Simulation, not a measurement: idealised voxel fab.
Name of the process module below: voxel transistor to metal
Each square cell in cross-section cut measures 5 nm, and the section as a whole is 285 nm wide.
Format of a cross-section: grid, square cells. Given as bands. Order: top down. Band: one or more rows of cells. First you get the band's top height and its bottom height, in nm, and then the materials it's made of, left to right, with each width in nm. If you see a single material with "all across", that one covers the band edge to edge. "blank" is empty space. Zero point of the height axis is 0; under it, received wafer = one material. Lowest band: continues down indefinitely, "from 0 down". You'd read "30..40" like this: the band's top row of cells is as wide as the first number, its bottom row is as wide as the second, and going down, every row changes width by the same amount as the row before did. Where a step carries "nothing different", the cross-section came out of it unchanged, cell for cell. So "Enclosed void inventory" is basically the list of trapped voids: any empty space of 8 cells or more that can't reach the top through an opening. They're written width x height at distance, the distance being from the left edge, and it's all nm. Past the settings on a step's line: simulator remark, on that step. A step's line can hold "overlay nm"; with a mask on that step, the setting says how far right of the planned place the mask lay, while a negative setting says it lay to the left.
-- Steps planned for the process
| 1 | RECEIVE, material Si |
| 2 | CONFORMAL_DEP, material SiO2, thk nm 5 |
| 3 | CONFORMAL_DEP, material SiN, thk nm 15 |
| 4 | PATTERN, tone cover, mask id ACTIVE, material resist, width nm 110, pitch nm 140, thk nm 15, overlay nm 0 |
| 5 | DIRECTIONAL_ETCH, etch materials SiN, depth nm 15 |
| 6 | DIRECTIONAL_ETCH, etch materials SiO2, depth nm 5 |
| 7 | DIRECTIONAL_ETCH, etch materials Si, depth nm 25 |
| 8 | STRIP, etch materials resist |
| 9 | FILL_DEP, material SiO2, thk nm 15 |
| 10 | CMP, height nm 20 |
| 11 | SELECTIVE_ETCH, etch materials SiO2, depth nm 10 |
| 12 | STRIP, etch materials SiN |
| 13 | SELECTIVE_ETCH, etch materials SiO2, depth nm 5 |
| 14 | OXIDIZE, depth nm 5 |
| 15 | DIRECTIONAL_DEP, material polySi, thk nm 20 |
| 16 | DIRECTIONAL_DEP, material SiCN, thk nm 15 |
| 17 | MASKED_ETCH, tone cover, mask id GATE, width nm 20, pitch nm 140, etch materials SiCN, depth nm 25, overlay nm 0 |
| 18 | MASKED_ETCH, tone cover, mask id GATE, width nm 20, pitch nm 140, etch materials polySi, depth nm 30, overlay nm 0 |
| 19 | CONFORMAL_DEP, material SiN, thk nm 10 |
| 20 | DIRECTIONAL_ETCH, etch materials SiN, depth nm 10 |
| 21 | DIRECTIONAL_ETCH, etch materials SiO2, depth nm 5 |
| 22 | DIRECTIONAL_ETCH, etch materials Si, depth nm 5 |
| 23 | EPI, material nSi, thk nm 10 |
| 24 | FILL_DEP, material SiO2, thk nm 5 |
| 25 | CMP, height nm 35 |
| 26 | DIRECTIONAL_DEP, material SiO2, thk nm 15 |
| 27 | DIRECTIONAL_DEP, material aC, thk nm 15 |
| 28 | PATTERN, tone open, mask id CONTACT, material resist, width nm 20, pitch nm 70, thk nm 30, overlay nm 0 |
| 29 | DIRECTIONAL_ETCH, etch materials aC, depth nm 15 |
| 30 | STRIP, etch materials resist |
| 31 | DIRECTIONAL_ETCH, etch materials SiO2, depth nm 50 |
| 32 | STRIP, etch materials aC |
| 33 | CONFORMAL_DEP, material TiN, thk nm 5 |
| 34 | FILL_DEP, material Ru, thk nm 5 |
| 35 | CMP, height nm 50 |
| 36 | DIRECTIONAL_DEP, material TiN, thk nm 5 |
| 37 | DIRECTIONAL_DEP, material W, thk nm 25 |
| 38 | PATTERN, tone cover, mask id METAL_1, material resist, width nm 20, pitch nm 70, thk nm 20, overlay nm 0 |
| 39 | DIRECTIONAL_ETCH, etch materials W, depth nm 25 |
| 40 | DIRECTIONAL_ETCH, etch materials TiN, depth nm 5 |
| 41 | STRIP, etch materials resist |
| 42 | CONFORMAL_DEP, material SiN, thk nm 5 |
| 43 | FILL_DEP, material lowk, thk nm 5 |
| 44 | CMP, height nm 80 |
| 45 | CONFORMAL_DEP, material SiCN, thk nm 5 |
-- Delivered wafer in cross-section: state after step 1
- from 0 down = Si all across
- Enclosed void inventory: none
-- As-planned run: cross-section of the first of two wafers at end of module
- from 85 to 80 = SiCN all across
- from 80 to 55 = lowk 20 nm, SiN 5 nm, W 20 nm, SiN 5 nm, lowk 40 nm, SiN 5 nm, W 20 nm, SiN 5 nm, lowk 40 nm, SiN 5 nm, W 20 nm, SiN 5 nm, lowk 40 nm, SiN 5 nm, W 20 nm, SiN 5 nm, lowk 25 nm
- from 55 to 50 = SiN 25 nm, TiN 20 nm, SiN 50 nm, TiN 20 nm, SiN 50 nm, TiN 20 nm, SiN 50 nm, TiN 20 nm, SiN 30 nm
- from 50 to 35 = SiO2 25 nm, TiN 5 nm, Ru 10 nm, TiN 5 nm, SiO2 50 nm, TiN 5 nm, Ru 10 nm, TiN 5 nm, SiO2 50 nm, TiN 5 nm, Ru 10 nm, TiN 5 nm, SiO2 50 nm, TiN 5 nm, Ru 10 nm, TiN 5 nm, SiO2 30 nm
- from 35 to 20 = SiO2 25 nm, TiN 5 nm, Ru 10 nm, TiN 5 nm, SiO2 5 nm, SiN 10 nm, SiCN 20 nm, SiN 10 nm, SiO2 5 nm, TiN 5 nm, Ru 10 nm, TiN 5 nm, SiO2 50 nm, TiN 5 nm, Ru 10 nm, TiN 5 nm, SiO2 5 nm, SiN 10 nm, SiCN 20 nm, SiN 10 nm, SiO2 5 nm, TiN 5 nm, Ru 10 nm, TiN 5 nm, SiO2 30 nm
- from 20 to 10 = SiO2 25 nm, TiN 5 nm, Ru 10 nm, TiN 5 nm, SiO2 5 nm, SiN 10 nm, polySi 20 nm, SiN 10 nm, SiO2 5 nm, TiN 5 nm, Ru 10 nm, TiN 5 nm, SiO2 50 nm, TiN 5 nm, Ru 10 nm, TiN 5 nm, SiO2 5 nm, SiN 10 nm, polySi 20 nm, SiN 10 nm, SiO2 5 nm, TiN 5 nm, Ru 10 nm, TiN 5 nm, SiO2 30 nm
- from 10 to 5 = SiO2 25 nm, TiN 20 nm, SiO2 5 nm, SiN 10 nm, polySi 20 nm, SiN 10 nm, SiO2 5 nm, TiN 20 nm, SiO2 50 nm, TiN 20 nm, SiO2 5 nm, SiN 10 nm, polySi 20 nm, SiN 10 nm, SiO2 5 nm, TiN 20 nm, SiO2 30 nm
- from 5 to 0 = SiO2 10 nm, SiN 10 nm, nSi 10 nm, TiN 10 nm, nSi 10 nm, SiN 10 nm, polySi 20 nm, SiN 10 nm, nSi 10 nm, TiN 10 nm, nSi 10 nm, SiN 10 nm, SiO2 20 nm, SiN 10 nm, nSi 10 nm, TiN 10 nm, nSi 10 nm, SiN 10 nm, polySi 20 nm, SiN 10 nm, nSi 10 nm, TiN 10 nm, nSi 10 nm, SiN 10 nm, SiO2 15 nm
- from 0 to -5 = SiO2 20 nm, nSi 30 nm, SiO2 40 nm, nSi 30 nm, SiO2 40 nm, nSi 30 nm, SiO2 40 nm, nSi 30 nm, SiO2 25 nm
- from -5 to -10 = SiO2 15 nm, Si 5 nm, nSi 30 nm, Si 40 nm, nSi 30 nm, Si 5 nm, SiO2 30 nm, Si 5 nm, nSi 30 nm, Si 40 nm, nSi 30 nm, Si 5 nm, SiO2 20 nm
- from -10 to -25 = SiO2 15 nm, Si 110 nm, SiO2 30 nm, Si 110 nm, SiO2 20 nm
- from -25 down = Si all across
- Enclosed void inventory: none
-- The second wafer, shown in cross-section after the module: started the same way as the first and given the same plan, yet one mistake crept into how it was run
- from 85 to 80 = SiCN all across
- from 80 to 55 = lowk 20 nm, SiN 5 nm, W 20 nm, SiN 5 nm, lowk 40 nm, SiN 5 nm, W 20 nm, SiN 5 nm, lowk 40 nm, SiN 5 nm, W 20 nm, SiN 5 nm, lowk 40 nm, SiN 5 nm, W 20 nm, SiN 5 nm, lowk 25 nm
- from 55 to 50 = SiN 25 nm, TiN 20 nm, SiN 50 nm, TiN 20 nm, SiN 50 nm, TiN 20 nm, SiN 50 nm, TiN 20 nm, SiN 30 nm
- from 50 to 40 = SiO2 25 nm, TiN 5 nm, Ru 10 nm, TiN 5 nm, SiO2 50 nm, TiN 5 nm, Ru 10 nm, TiN 5 nm, SiO2 50 nm, TiN 5 nm, Ru 10 nm, TiN 5 nm, SiO2 50 nm, TiN 5 nm, Ru 10 nm, TiN 5 nm, SiO2 30 nm
- from 40 to 35 = SiO2 25 nm, TiN 5 nm, Ru 5 nm, TiN 10 nm, SiO2 50 nm, TiN 5 nm, Ru 10 nm, TiN 5 nm, SiO2 50 nm, TiN 5 nm, Ru 5 nm, TiN 10 nm, SiO2 50 nm, TiN 5 nm, Ru 10 nm, TiN 5 nm, SiO2 30 nm
- from 35 to 20 = SiO2 25 nm, TiN 5 nm, Ru 5 nm, TiN 5 nm, SiN 10 nm, SiCN 20 nm, SiN 10 nm, SiO2 15 nm, TiN 5 nm, Ru 10 nm, TiN 5 nm, SiO2 50 nm, TiN 5 nm, Ru 5 nm, TiN 5 nm, SiN 10 nm, SiCN 20 nm, SiN 10 nm, SiO2 15 nm, TiN 5 nm, Ru 10 nm, TiN 5 nm, SiO2 30 nm
- from 20 to 10 = SiO2 25 nm, TiN 5 nm, Ru 5 nm, TiN 5 nm, SiN 10 nm, polySi 30 nm, SiN 10 nm, SiO2 5 nm, TiN 5 nm, Ru 10 nm, TiN 5 nm, SiO2 50 nm, TiN 5 nm, Ru 5 nm, TiN 5 nm, SiN 10 nm, polySi 30 nm, SiN 10 nm, SiO2 5 nm, TiN 5 nm, Ru 10 nm, TiN 5 nm, SiO2 30 nm
- from 10 to 5 = SiO2 25 nm, TiN 15 nm, SiN 10 nm, polySi 30 nm, SiN 10 nm, SiO2 5 nm, TiN 20 nm, SiO2 50 nm, TiN 15 nm, SiN 10 nm, polySi 30 nm, SiN 10 nm, SiO2 5 nm, TiN 20 nm, SiO2 30 nm
- from 5 to 0 = SiO2 10 nm, SiN 10 nm, nSi 20 nm, SiN 10 nm, polySi 30 nm, SiN 10 nm, nSi 10 nm, TiN 10 nm, nSi 10 nm, SiN 10 nm, SiO2 20 nm, SiN 10 nm, nSi 20 nm, SiN 10 nm, polySi 30 nm, SiN 10 nm, nSi 10 nm, TiN 10 nm, nSi 10 nm, SiN 10 nm, SiO2 15 nm
- from 0 to -5 = SiO2 20 nm, nSi 20 nm, SiO2 50 nm, nSi 30 nm, SiO2 40 nm, nSi 20 nm, SiO2 50 nm, nSi 30 nm, SiO2 25 nm
- from -5 to -10 = SiO2 15 nm, Si 5 nm, nSi 20 nm, Si 50 nm, nSi 30 nm, Si 5 nm, SiO2 30 nm, Si 5 nm, nSi 20 nm, Si 50 nm, nSi 30 nm, Si 5 nm, SiO2 20 nm
- from -10 to -25 = SiO2 15 nm, Si 110 nm, SiO2 30 nm, Si 110 nm, SiO2 20 nm
- from -25 down = Si all across
- Enclosed void inventory: none
What broke from the plan during processing? step 17 was run on a setting that differed from the plan, and what really ran there is MASKED_ETCH, tone cover, mask id GATE, width nm 20, pitch nm 140, etch materials SiCN, depth nm 25, overlay nm -10
The final cell counts differ between the wafers, with the second having more or fewer of some materials than the first: -12 Ru | +4 Si | +4 SiO2 | -4 TiN | -8 nSi | +16 polySi
